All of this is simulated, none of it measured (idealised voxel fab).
This section sets out a process module, namely voxel wiring stack.
Section cut is 205 nm wide and gridded with 5 nm square cells.
We lay out every cross-section as a grid of square cells and spell it out in bands from the top down, where one band means one or more rows of cells. Basically the band line says how high the top is and how high the bottom is, in nm, and then what's in it from left to right, every material with its width in nm. Empty space shows up as "empty", and if a single material carries "edge to edge" it runs the full band edge to edge. A quick word on heights: they are counted from 0, and under that level the wafer as it came to us is one material throughout. The lowest band is different from the rest in having no bottom; it simply continues downward, written as in "0 -> down". Graded width ("30..40"): value in top row of band = first number; value in bottom row = second number; row-to-row change constant. "left unchanged" for a step: no cell of the cross-section changed in that step. "Voids, enclosed" contains a list of empty spaces, each no smaller than 8 cells and without an open way to the top, written in the form width x height at distance with the distance from the left edge and all three in nm. Where a step's line continues beyond its settings, the continuation is a remark by the simulator itself on that step. Each step line may optionally specify "overlay nm", which for a step with a mask gives the rightward distance between the mask's planned place and where it lay, a negative value indicating the leftward direction.
[Set out below are the planned steps of the process]
1 RECEIVE, material Si
2 CONFORMAL_DEP, material SiO2, thk nm 10
3 DIRECTIONAL_DEP, material TiN, thk nm 5
4 DIRECTIONAL_DEP, material W, thk nm 20
5 DIRECTIONAL_DEP, material aC, thk nm 15
6 PATTERN, tone cover, mask id METAL_1, material resist, width nm 30, pitch nm 50, thk nm 35, overlay nm -15
7 DIRECTIONAL_ETCH, etch materials aC, depth nm 15
8 STRIP, etch materials resist
9 DIRECTIONAL_ETCH, etch materials W, depth nm 20
10 DIRECTIONAL_ETCH, etch materials TiN, depth nm 5
11 STRIP, etch materials aC
12 FILL_DEP, material lowk, thk nm 5
13 CMP, height nm 35
14 CONFORMAL_DEP, material SiCN, thk nm 5
15 DIRECTIONAL_DEP, material lowk, thk nm 25
16 MASKED_ETCH, tone open, mask id METAL_2_HOLES, width nm 15, pitch nm 50, etch materials lowk, depth nm 25, overlay nm 0
17 MASKED_ETCH, tone open, mask id METAL_2, width nm 30, pitch nm 50, etch materials lowk, depth nm 15, overlay nm 0
18 MASKED_ETCH, tone open, mask id METAL_2, width nm 30, pitch nm 50, etch materials SiCN, depth nm 5, overlay nm 0
19 CONFORMAL_DEP, material TiN, thk nm 5
20 FILL_DEP, material Cu, thk nm 5
21 CMP, height nm 65
22 CONFORMAL_DEP, material SiN, thk nm 5
The plan's step 6 overlay nm is the first wafer's value; the wafers differ in this setting and start identical.
[Cut through the first of several wafers as received, post step 1]
* 0 -> down: Si edge to edge
* Voids, enclosed: none
[For your reference, the table is organized with a row per wafer; each row reflects the wafer at the end of the module, indicating for each material the cells gained (+) or lost (-) since receipt, and thereafter its closed voids]
overlay nm -15; +22 Cu; +35 SiCN; +41 SiN; +82 SiO2; +44 TiN; +48 W; +302 lowk; Voids, enclosed: none
overlay nm -10; +22 Cu; +35 SiCN; +41 SiN; +82 SiO2; +44 TiN; +48 W; +302 lowk; Voids, enclosed: none
overlay nm -5; +22 Cu; +35 SiCN; +41 SiN; +82 SiO2; +44 TiN; +48 W; +302 lowk; Voids, enclosed: none
overlay nm 0; +22 Cu; +35 SiCN; +41 SiN; +82 SiO2; +44 TiN; +48 W; +302 lowk; Voids, enclosed: none
overlay nm 5; +22 Cu; +35 SiCN; +41 SiN; +82 SiO2; +44 TiN; +48 W; +302 lowk; Voids, enclosed: none
overlay nm 10; +22 Cu; +35 SiCN; +41 SiN; +82 SiO2; +44 TiN; +48 W; +302 lowk; Voids, enclosed: none
overlay nm 15; +22 Cu; +35 SiCN; +41 SiN; +82 SiO2; +44 TiN; +48 W; +302 lowk; Voids, enclosed: none
